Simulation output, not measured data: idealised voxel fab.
process module | voxel spacer lines
cross-section cut | 250 nm wide | cells 5 nm
A cross-section is a grid of square cells, given in bands from the top down. A band is one or more rows of cells.
Each band's line starts with the height of the band's top and of its bottom, in nm. Then come its materials from left to right, each with its width in nm. One material with "throughout" fills the band from edge to edge. "air" is empty space.
Height 0 is the level under which the wafer as received is all one material. The lowest band goes on downwards, as in "0 down".
A width such as "30 to 40" changes by the same amount from each row of cells to the next, from the band's top row to its bottom row.
"no change" after a step means that no cell of the cross-section changed.
closed voids: empty space of 8 cells or more with no open way to the top, each as width x height at its distance from the left edge, in nm
after a step's settings: what the simulator itself notes on the step
overlay nm, on a step with a mask: how far to the right of its planned place the mask lay; to the left if negative
plan
1 op RECEIVE | material Si
2 op CONFORMAL_DEP | material Al2O3 | thk nm 10
3 op DIRECTIONAL_DEP | material polySi | thk nm 15
4 op DIRECTIONAL_DEP | material aC | thk nm 30
5 op PATTERN | tone cover | mask id MANDREL | material resist | width nm 20 | pitch nm 70 | thk nm 40 | overlay nm 0
6 op DIRECTIONAL_ETCH | etch materials aC | depth nm 30
7 op STRIP | etch materials resist
8 op CONFORMAL_DEP | material SiN | thk nm 15
9 op DIRECTIONAL_ETCH | etch materials SiN | depth nm 15
10 op STRIP | etch materials aC
11 op DIRECTIONAL_ETCH | etch materials polySi | depth nm 15
12 op STRIP | etch materials SiN
13 op FILL_DEP | material SiO2 | thk nm 5
14 op CMP | height nm 25
as received, after step 1
  0 down: Si throughout
  closed voids: none
a wafer at the end: this start, this plan, one mistake
  25 to 10: SiO2 65 | polySi 15 | SiO2 20 | polySi 15 | SiO2 20 | polySi 15 | SiO2 20 | polySi 15 | SiO2 65
  10 to 0: aC throughout
  0 down: Si throughout
  closed voids: none
what went wrong: step 2 ran as: op CONFORMAL_DEP | material aC | thk nm 10
